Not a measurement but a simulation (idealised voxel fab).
process module | voxel self aligned vias
We display cut, a cross-section 220 nm in width whose square cells are each 5 nm.
Square cells in a grid make up a cross-section in this document, and the grid is given as bands, listed from the top down, each one or more rows of cells. The band entry comprises the height of the band's top followed by the height of its bottom, expressed in nm, and subsequently the band's materials from left to right, each stated together with its width in nm. Where a single material is marked with the word "all across", that material fills the band from edge to edge. The word "blank" represents empty space. Convention: height 0 is the level below which the wafer, as received, is all one material. The lowest band does not terminate at the bottom but continues downward, represented as "0 down". Quick explanation for "30->40": the width changes in equal steps down the rows of cells, from the first number in the band's top row to the second number in its bottom row. What does "stayed the same" mean for a step? It means no cell of the cross-section changed in that step. Enclosed voids (no open way to top), threshold 8 cells or more, entry "Unvented cavities", notation width x height at distance, distance from left edge, nm. Heads up: the bit after the settings on a step's line is the simulator's remark on that step. Each step line may optionally specify "overlay nm", which for a step with a mask gives the rightward distance between the mask's planned place and where it lay, a negative value indicating the leftward direction.

-- These are the steps we planned for the process
- 1: RECEIVE (material Si)
- 2: CONFORMAL_DEP (material SiO2; thk nm 10)
- 3: CONFORMAL_DEP (material SiCN; thk nm 5)
- 4: DIRECTIONAL_DEP (material SiO2; thk nm 20)
- 5: MASKED_ETCH (tone open; mask id LINES; width nm 20; pitch nm 65; etch materials SiO2; depth nm 20; overlay nm 0)
- 6: CONFORMAL_DEP (material TiN; thk nm 5)
- 7: FILL_DEP (material Ru; thk nm 5)
- 8: CMP (height nm 35)
- 9: SELECTIVE_ETCH (etch materials W Ru TiN; depth nm 5)
- 10: FILL_DEP (material SiN; thk nm 5)
- 11: CMP (height nm 35)
- 12: DIRECTIONAL_DEP (material SiO2; thk nm 20)
- 13: DIRECTIONAL_DEP (material aC; thk nm 15)
- 14: PATTERN (tone open; mask id VIAS; material resist; width nm 40; pitch nm 130; thk nm 35; overlay nm 0)
- 15: DIRECTIONAL_ETCH (etch materials aC; depth nm 15)
- 16: STRIP (etch materials resist)
- 17: DIRECTIONAL_ETCH (etch materials SiO2; depth nm 20)
- 18: DIRECTIONAL_ETCH (etch materials SiN; depth nm 5)
- 19: STRIP (etch materials aC)
- 20: CONFORMAL_DEP (material TiN; thk nm 5)
- 21: FILL_DEP (material Ru; thk nm 5)
- 22: CMP (height nm 55)
- 23: CONFORMAL_DEP (material SiN; thk nm 5)

-- So this is the incoming wafer in cross-section - it's already been through step 1
> 0 down: Si all across
> Unvented cavities: none

-- Below is the wafer in cross-section after the module was completed. It began from the starting point shown above and followed the plan shown above, except that one mistake was made while running it
> 60 to 55: SiN all across
> 55 to 40: SiO2 (30), then TiN (5), then Ru (25), then TiN (5), then SiO2 (95), then TiN (5), then Ru (25), then TiN (5), then SiO2 (25)
> 40 to 35: SiO2 (30), then TiN (10), then Ru (10), then TiN (15), then SiO2 (95), then TiN (10), then Ru (10), then TiN (15), then SiO2 (25)
> 35 to 30: SiO2 (35), then TiN (20), then SiO2 (45), then SiN (20), then SiO2 (45), then TiN (20), then SiO2 (35)
> 30 to 20: SiO2 (35), then TiN (5), then Ru (10), then TiN (5), then SiO2 (45), then TiN (5), then Ru (10), then TiN (5), then SiO2 (45), then TiN (5), then Ru (10), then TiN (5), then SiO2 (35)
> 20 to 15: SiO2 (35), then TiN (20), then SiO2 (45), then TiN (20), then SiO2 (45), then TiN (20), then SiO2 (35)
> 15 to 10: SiCN all across
> 10 to 0: SiO2 all across
> 0 down: Si all across
> Unvented cavities: none
The plan and the run diverged here: contrary to plan, step 14 was performed as PATTERN (tone open; mask id VIAS; material resist; width nm 35; pitch nm 130; thk nm 35; overlay nm 0)
